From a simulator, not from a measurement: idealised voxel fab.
The following process module bears the name voxel self aligned contacts.
We display cut, a cross-section 290 nm in width whose square cells are each 5 nm.
Throughout this document, each cross-section is represented as a grid of square cells and is presented as a sequence of bands enumerated from the top downward, where a band comprises one or more rows of cells.
Each band's line starts with the height of the band's top and of its bottom, in nm. Then come its materials from left to right, each with its width in nm. One material with "full width" fills the band from edge to edge. "air" is empty space.
The level at which height equals 0 is the one under which the wafer, as it arrives, is entirely one material. No lower edge exists for the bottom band, which continues downward and is notated as in "top 0, no bottom".
Per-row width for "30..40": begins at first number (top row of band), ends at second number (bottom row), increment between rows held constant.
The cross-section has no changed cell in any step marked "no alteration".
The entry titled "Closed void catalog" provides the empty spaces that have no open way to the top, restricted to those of 8 cells or more. Each is presented as width x height at distance, the distance being measured from the left edge, with all three in nm.
If you see something after the settings on a step's line, that's the simulator's own remark about that step.
overlay nm, on a step with a mask: how far to the right of its planned place the mask lay; to the left if negative
# Below is the list of planned process steps
1 RECEIVE [material Si]
2 OXIDIZE [depth nm 5]
3 DIRECTIONAL_DEP [material polySi] [thk nm 20]
4 DIRECTIONAL_DEP [material SiN] [thk nm 20]
5 DIRECTIONAL_DEP [material aC] [thk nm 15]
6 PATTERN [tone cover] [mask id GATE] [material resist] [width nm 30] [pitch nm 70] [thk nm 30] [overlay nm 0]
7 DIRECTIONAL_ETCH [etch materials aC] [depth nm 15]
8 STRIP [etch materials resist]
9 DIRECTIONAL_ETCH [etch materials SiN] [depth nm 20]
10 DIRECTIONAL_ETCH [etch materials polySi] [depth nm 20]
11 STRIP [etch materials aC]
12 CONFORMAL_DEP [material SiN] [thk nm 10]
13 DIRECTIONAL_ETCH [etch materials SiN] [depth nm 10]
14 FILL_DEP [material SiO2] [thk nm 20]
15 CMP [height nm 50]
16 DIRECTIONAL_DEP [material aC] [thk nm 15]
17 PATTERN [tone open] [mask id CONTACT] [material resist] [width nm 50] [thk nm 30] [overlay nm 0]
18 DIRECTIONAL_ETCH [etch materials aC] [depth nm 15]
19 STRIP [etch materials resist]
20 DIRECTIONAL_ETCH [etch materials SiO2] [depth nm 55]
21 STRIP [etch materials aC]
22 CONFORMAL_DEP [material TiN] [thk nm 5]
23 FILL_DEP [material Ru] [thk nm 10]
24 CMP [height nm 50]
25 CONFORMAL_DEP [material SiN] [thk nm 5]
# First of two wafers, with the run carried out as planned
# as received, after step 1
* top 0, no bottom: Si full width
* Closed void catalog: none
# Wafer after step 2 (cross-section)
* top 0, bottom -5: SiO2 full width
* Below -5, no change.
# Wafer after step 3 (cross-section)
* top 20, bottom 0: polySi full width
* Below 0, no change.
# Wafer after step 4 (cross-section)
* top 40, bottom 20: SiN full width
* Below 20, no change.
# Wafer after step 5 (cross-section)
* top 55, bottom 40: aC full width
* Below 40, no change.
# Wafer after step 6 (cross-section)
* top 85, bottom 55: air=95, resist=30, air=40, resist=30, air=95
* Below 55, no change.
# Wafer after step 7 (cross-section)
* top 70, bottom 55: air=95, resist=30, air=40, resist=30, air=95
* top 55, bottom 40: air=95, aC=30, air=40, aC=30, air=95
* Below 40, no change.
# Wafer after step 8 (cross-section)
* top 55, bottom 40: air=95, aC=30, air=40, aC=30, air=95
* Below 40, no change.
# Wafer after step 9 (cross-section)
* top 55, bottom 40: air=95, aC=30, air=40, aC=30, air=95
* top 40, bottom 20: air=95, SiN=30, air=40, SiN=30, air=95
* Below 20, no change.
# Wafer after step 10 (cross-section)
* top 55, bottom 40: air=95, aC=30, air=40, aC=30, air=95
* top 40, bottom 20: air=95, SiN=30, air=40, SiN=30, air=95
* top 20, bottom 0: air=95, polySi=30, air=40, polySi=30, air=95
* Below 0, no change.
# Wafer after step 11 (cross-section)
* top 40, bottom 20: air=95, SiN=30, air=40, SiN=30, air=95
* Below 20, no change.
# Wafer after step 12 (cross-section)
* top 50, bottom 20: air=85, SiN=50, air=20, SiN=50, air=85
* top 20, bottom 10: air=85, SiN=10, polySi=30, SiN=10, air=20, SiN=10, polySi=30, SiN=10, air=85
* top 10, bottom 0: SiN=95, polySi=30, SiN=40, polySi=30, SiN=95
* Below 0, no change.
# Wafer after step 13 (cross-section)
* top 40, bottom 20: air=85, SiN=50, air=20, SiN=50, air=85
* top 20, bottom 0: air=85, SiN=10, polySi=30, SiN=10, air=20, SiN=10, polySi=30, SiN=10, air=85
* Below 0, no change.
# Wafer after step 14 (cross-section)
* top 60, bottom 40: SiO2 full width
* top 40, bottom 20: SiO2=85, SiN=50, SiO2=20, SiN=50, SiO2=85
* top 20, bottom 0: SiO2=85, SiN=10, polySi=30, SiN=10, SiO2=20, SiN=10, polySi=30, SiN=10, SiO2=85
* Below 0, no change.
# Wafer after step 15 (cross-section)
* top 50, bottom 40: SiO2 full width
* Below 40, no change.
# Wafer after step 16 (cross-section)
* top 65, bottom 50: aC full width
* Below 50, no change.
# Wafer after step 17 (cross-section)
* top 95, bottom 65: resist=120, air=50, resist=120
* Below 65, no change.
# Wafer after step 18 (cross-section)
* top 80, bottom 65: resist=120, air=50, resist=120
* top 65, bottom 50: aC=120, air=50, aC=120
* Below 50, no change.
# Wafer after step 19 (cross-section)
* top 65, bottom 50: aC=120, air=50, aC=120
* Below 50, no change.
# Wafer after step 20 (cross-section)
* top 65, bottom 50: aC=120, air=50, aC=120
* top 50, bottom 40: SiO2=120, air=50, SiO2=120
* top 40, bottom 20: SiO2=85, SiN=50, air=20, SiN=50, SiO2=85
* top 20, bottom 0: SiO2=85, SiN=10, polySi=30, SiN=10, air=20, SiN=10, polySi=30, SiN=10, SiO2=85
* top 0, bottom -5: SiO2=135, air=20, SiO2=135
* Below -5, no change.
# Wafer after step 21 (cross-section)
* top 50, bottom 40: SiO2=120, air=50, SiO2=120
* Below 40, no change.
# Wafer after step 22 (cross-section)
* top 55, bottom 50: TiN=125, air=40, TiN=125
* top 50, bottom 40: SiO2=120, TiN=5..20, air=40..10, TiN=5..20, SiO2=120
* top 40, bottom 20: SiO2=85, SiN=50, TiN=5, air=10, TiN=5, SiN=50, SiO2=85
* top 20, bottom 0: SiO2=85, SiN=10, polySi=30, SiN=10, TiN=5, air=10, TiN=5, SiN=10, polySi=30, SiN=10, SiO2=85
* top 0, bottom -5: SiO2=135, TiN=20, SiO2=135
* Below -5, no change.
# Wafer after step 23 (cross-section)
* top 65, bottom 55: Ru full width
* top 55, bottom 50: TiN=125, Ru=40, TiN=125
* top 50, bottom 40: SiO2=120, TiN=5..20, Ru=40..10, TiN=5..20, SiO2=120
* top 40, bottom 20: SiO2=85, SiN=50, TiN=5, Ru=10, TiN=5, SiN=50, SiO2=85
* top 20, bottom 0: SiO2=85, SiN=10, polySi=30, SiN=10, TiN=5, Ru=10, TiN=5, SiN=10, polySi=30, SiN=10, SiO2=85
* Below 0, no change.
# Wafer after step 24 (cross-section)
* top 50, bottom 40: SiO2=120, TiN=5..20, Ru=40..10, TiN=5..20, SiO2=120
* Below 40, no change.
# Wafer after step 25 (cross-section)
* top 55, bottom 50: SiN full width
* Below 50, no change.
# What follows concerns the second wafer, which started out like the first and was meant to follow the very same plan; one mistake crept in when it was run, but everything up to and including step 3 is the same as for the first wafer
# Cross-section, second wafer, at the end time the plan gives for step 4
* top 60, bottom 20: SiN full width
* Below 20, no change.
# Cross-section, second wafer, at the end time the plan gives for step 5
* top 75, bottom 60: aC full width
* Below 60, no change.
# Cross-section, second wafer, at the end time the plan gives for step 6
* top 105, bottom 75: air=95, resist=30, air=40, resist=30, air=95
* Below 75, no change.
# Cross-section, second wafer, at the end time the plan gives for step 7
* top 90, bottom 75: air=95, resist=30, air=40, resist=30, air=95
* top 75, bottom 60: air=95, aC=30, air=40, aC=30, air=95
* Below 60, no change.
# Cross-section, second wafer, at the end time the plan gives for step 8
* top 75, bottom 60: air=95, aC=30, air=40, aC=30, air=95
* Below 60, no change.
# Cross-section, second wafer, at the end time the plan gives for step 9
* top 75, bottom 60: air=95, aC=30, air=40, aC=30, air=95
* top 60, bottom 40: air=95, SiN=30, air=40, SiN=30, air=95
* Below 40, no change.
Cross-section, second wafer, at the end time the plan gives for step 10: no alteration
# Cross-section, second wafer, at the end time the plan gives for step 11
* top 60, bottom 40: air=95, SiN=30, air=40, SiN=30, air=95
* Below 40, no change.
# Cross-section, second wafer, at the end time the plan gives for step 12
* top 70, bottom 50: air=85, SiN=50, air=20, SiN=50, air=85
* top 50, bottom 20: SiN full width
* Below 20, no change.
# Cross-section, second wafer, at the end time the plan gives for step 13
* top 60, bottom 40: air=85, SiN=50, air=20, SiN=50, air=85
* Below 40, no change.
# Cross-section, second wafer, at the end time the plan gives for step 14
* top 80, bottom 60: SiO2 full width
* top 60, bottom 40: SiO2=85, SiN=50, SiO2=20, SiN=50, SiO2=85
* Below 40, no change.
# Cross-section, second wafer, at the end time the plan gives for step 15
* top 50, bottom 40: SiO2=85, SiN=50, SiO2=20, SiN=50, SiO2=85
* Below 40, no change.
# Cross-section, second wafer, at the end time the plan gives for step 16
* top 65, bottom 50: aC full width
* Below 50, no change.
# Cross-section, second wafer, at the end time the plan gives for step 17
* top 95, bottom 65: resist=120, air=50, resist=120
* Below 65, no change.
# Cross-section, second wafer, at the end time the plan gives for step 18
* top 80, bottom 65: resist=120, air=50, resist=120
* top 65, bottom 50: aC=120, air=50, aC=120
* Below 50, no change.
# Cross-section, second wafer, at the end time the plan gives for step 19
* top 65, bottom 50: aC=120, air=50, aC=120
* Below 50, no change.
# Cross-section, second wafer, at the end time the plan gives for step 20
* top 65, bottom 50: aC=120, air=50, aC=120
* top 50, bottom 40: SiO2=85, SiN=50, air=20, SiN=50, SiO2=85
* Below 40, no change.
# Cross-section, second wafer, at the end time the plan gives for step 21
* top 50, bottom 40: SiO2=85, SiN=50, air=20, SiN=50, SiO2=85
* Below 40, no change.
# Cross-section, second wafer, at the end time the plan gives for step 22
* top 55, bottom 50: TiN=140, air=10, TiN=140
* top 50, bottom 45: SiO2=85, SiN=50, TiN=5, air=10, TiN=5, SiN=50, SiO2=85
* top 45, bottom 40: SiO2=85, SiN=50, TiN=20, SiN=50, SiO2=85
* Below 40, no change.
# Cross-section, second wafer, at the end time the plan gives for step 23
* top 65, bottom 55: Ru full width
* top 55, bottom 50: TiN=140, Ru=10, TiN=140
* top 50, bottom 45: SiO2=85, SiN=50, TiN=5, Ru=10, TiN=5, SiN=50, SiO2=85
* Below 45, no change.
# Cross-section, second wafer, at the end time the plan gives for step 24
* top 50, bottom 45: SiO2=85, SiN=50, TiN=5, Ru=10, TiN=5, SiN=50, SiO2=85
* Below 45, no change.
# Cross-section, second wafer, at the end time the plan gives for step 25
* top 55, bottom 50: SiN full width
* Below 50, no change.
Against the plan, the run slipped here: twice, step 4 of the plan was run
Counted in cells at the end, the second wafer holds more or fewer of these materials than the first: 24 fewer of Ru; 160 more of SiN; 296 fewer of SiO2; 24 fewer of TiN; 184 more of polySi
